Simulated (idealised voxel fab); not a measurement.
Proc. module: voxel self aligned vias
Square cell edge 5 nm, section width 300 nm, ID cut.
A cross-section is a grid of square cells, given in bands from the top down. A band is one or more rows of cells.
Per band: top height and bottom height in nm, followed by the left-to-right materials and their widths in nm; "everywhere" marks a single material spanning edge to edge, "empty" marks empty space.
Ref level 0: as-received wafer is one material below here. Bottom band extends down with no lower bound ("0 and below").
The two numbers in a width such as "30 to 40" mark its ends across the band: the first belongs to the top row of cells, the second to the bottom row, and from each row to the next the width moves by the same amount.
When a step is marked "left unchanged", none of the cells in the cross-section changed during that step.
So "Closed void roster" is basically the list of trapped voids: any empty space of 8 cells or more that can't reach the top through an opening. They're written width x height at distance, the distance being from the left edge, and it's all nm.
Post-settings text on a step line: simulator's own remark regarding the step.
The optional step-line setting "overlay nm" applies to steps with a mask and quantifies how far to the right of its planned location the mask lay, a negative value indicating leftward placement.

[The planned process steps are enumerated hereunder]
1: RECEIVE | material Si
2: CONFORMAL_DEP | material SiO2 | thk nm 10
3: CONFORMAL_DEP | material SiCN | thk nm 5
4: DIRECTIONAL_DEP | material SiO2 | thk nm 25
5: DIRECTIONAL_DEP | material aC | thk nm 15
6: PATTERN | tone open | mask id LINES | material resist | width nm 30 | pitch nm 60 | thk nm 30 | overlay nm 0
7: DIRECTIONAL_ETCH | etch materials aC | depth nm 15
8: STRIP | etch materials resist
9: DIRECTIONAL_ETCH | etch materials SiO2 | depth nm 25
10: STRIP | etch materials aC
11: CONFORMAL_DEP | material TiN | thk nm 5
12: FILL_DEP | material W | thk nm 5
13: CMP | height nm 40
14: SELECTIVE_ETCH | etch materials W Ru TiN | depth nm 10
15: FILL_DEP | material SiN | thk nm 10
16: CMP | height nm 40
17: DIRECTIONAL_DEP | material SiO2 | thk nm 10
18: MASKED_ETCH | tone open | mask id VIAS | width nm 40 | pitch nm 120 | etch materials SiO2 | depth nm 20 | overlay nm 0
19: MASKED_ETCH | tone open | mask id VIAS | width nm 40 | pitch nm 120 | etch materials SiN | depth nm 10 | overlay nm 0
20: CONFORMAL_DEP | material TiN | thk nm 5
21: FILL_DEP | material W | thk nm 5
22: CMP | height nm 60
23: CONFORMAL_DEP | material SiN | thk nm 5
Quick note for whoever runs this: the wafers start identical, but the thk nm at step 17 isn't the same across them. The plan just shows what the first wafer had.

[Received wafers, first of several: cross-section after step 1]
	0 and below: Si everywhere
	Closed void roster: none

[First of several wafers: cross-section at the end of the module, after step 23, its last step]
	65 down to 60: SiN everywhere
	60 down to 55: W everywhere
	55 down to 50: TiN=75, then W=30, then TiN=90, then W=30, then TiN=75
	50 down to 40: SiO2=70, then TiN=5, then W=30, then TiN=5, then SiO2=80, then TiN=5, then W=30, then TiN=5, then SiO2=70
	40 down to 35: SiO2=70, then TiN=5, then W=30, then TiN=5, then SiO2=25, then SiN=30, then SiO2=25, then TiN=5, then W=30, then TiN=5, then SiO2=70
	35 down to 30: SiO2=70, then TiN=40, then SiO2=25, then SiN=30, then SiO2=25, then TiN=40, then SiO2=70
	30 down to 20: SiO2=75, then TiN=5, then W=20, then TiN=5, then SiO2=30, then TiN=5, then W=20, then TiN=5, then SiO2=30, then TiN=5, then W=20, then TiN=5, then SiO2=75
	20 down to 15: SiO2=75, then TiN=30, then SiO2=30, then TiN=30, then SiO2=30, then TiN=30, then SiO2=75
	15 down to 10: SiCN everywhere
	10 down to 0: SiO2 everywhere
	0 and below: Si everywhere
	Closed void roster: none

[Cross-section of the last wafer at end of module]
	65 down to 60: SiN everywhere
	60 down to 55: SiO2=70, then TiN=40, then SiO2=80, then TiN=40, then SiO2=70
	55 down to 40: SiO2 everywhere
	40 down to 30: SiO2=75, then SiN=30, then SiO2=30, then SiN=30, then SiO2=30, then SiN=30, then SiO2=75
	30 down to 20: SiO2=75, then TiN=5, then W=20, then TiN=5, then SiO2=30, then TiN=5, then W=20, then TiN=5, then SiO2=30, then TiN=5, then W=20, then TiN=5, then SiO2=75
	20 down to 15: SiO2=75, then TiN=30, then SiO2=30, then TiN=30, then SiO2=30, then TiN=30, then SiO2=75
	15 down to 10: SiCN everywhere
	10 down to 0: SiO2 everywhere
	0 and below: Si everywhere
	Closed void roster: none

[Take any row and you have a wafer at the end of the module: how many cells of each material it has gained (+) or lost (-) since it was received, and then its closed voids]
thk nm 10 | +60 SiCN | +72 SiN | +410 SiO2 | +106 TiN | +132 W | Closed void roster: none
thk nm 15 | +60 SiCN | +72 SiN | +458 SiO2 | +110 TiN | +80 W | Closed void roster: none
thk nm 20 | +60 SiCN | +72 SiN | +506 SiO2 | +66 TiN | +76 W | Closed void roster: none
thk nm 25 | +60 SiCN | +96 SiN | +522 SiO2 | +54 TiN | +48 W | Closed void roster: none
thk nm 30 | +60 SiCN | +96 SiN | +538 SiO2 | +50 TiN | +36 W | Closed void roster: none
thk nm 35 | +60 SiCN | +96 SiN | +554 SiO2 | +46 TiN | +24 W | Closed void roster: none
